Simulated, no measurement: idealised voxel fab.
Presented below is a process module, voxel double patterning.
cross-section cut | 190 nm wide | cells 5 nm
Throughout this document, each cross-section is represented as a grid of square cells and is presented as a sequence of bands enumerated from the top downward, where a band comprises one or more rows of cells. It is stipulated that each band's entry specify, in nanometres, the height of the top of the band and then that of its bottom, followed by the materials of the band in left-to-right sequence, each together with its width in nanometres. A single material marked by the word "all across" is understood to fill the band from edge to edge; the word "air" is understood to denote empty space. A quick word on heights: they are counted from 0, and under that level the wafer as it came to us is one material throughout. The lowest band is different from the rest in having no bottom; it simply continues downward, written as in "0..down". A width given as "30->40" starts at the first number in the band's top row and ends at the second number in its bottom row, shifting by an equal amount at every step from row to row. When a step is marked "remains unaltered", none of the cells in the cross-section changed during that step. "Enclosed voids" lists enclosed empty spaces (at least 8 cells, no open path upward to the top), each as width x height at distance from the left edge, in nm. Anything after a step's settings on that line? It's the simulator's own note about the step. "overlay nm" on a masked step: distance the mask lay right of its planned place, negative for left.
-- Planned step list for the process
step 1: RECEIVE: material Si
step 2: CONFORMAL_DEP: material SiO2, thk nm 5
step 3: DIRECTIONAL_DEP: material W, thk nm 15
step 4: DIRECTIONAL_DEP: material SiN, thk nm 10
step 5: MASKED_ETCH: tone open, mask id FIRST, width nm 15, pitch nm 50, etch materials SiN, depth nm 10, overlay nm 0
step 6: PATTERN: tone open, mask id SECOND, material resist, width nm 15, thk nm 20, overlay nm 0
step 7: DIRECTIONAL_ETCH: etch materials SiN, depth nm 10
step 8: STRIP: etch materials resist
step 9: DIRECTIONAL_ETCH: etch materials W, depth nm 15
step 10: STRIP: etch materials SiN
Split variable: width nm, step 5. Plan value = first wafer. Wafers start alike.
-- As-received state after step 1, first of several wafers, cross-section
    0..down | Si all across
    Enclosed voids: none
-- After the module's final step, step 10: the first of several wafers in cross-section
    20..5 | 60 nm W / 15 nm air / 10 nm W / 15 nm air / 10 nm W / 15 nm air / 65 nm W
    5..0 | SiO2 all across
    0..down | Si all across
    Enclosed voids: none
-- Cross-sectional view of the final wafer of several at the module's end
    20..5 | 55 nm W / 45 nm air / 5 nm W / 30 nm air / 55 nm W
    5..0 | SiO2 all across
    0..down | Si all across
    Enclosed voids: none
-- Below: a row per wafer. Contents at end of module: for every material, cells gained since receipt (+) or lost since receipt (-); then closed voids
width nm 15, +38 SiO2, +87 W, Enclosed voids: none
width nm 20, +38 SiO2, +81 W, Enclosed voids: none
width nm 25, +38 SiO2, +75 W, Enclosed voids: none
width nm 30, +38 SiO2, +69 W, Enclosed voids: none
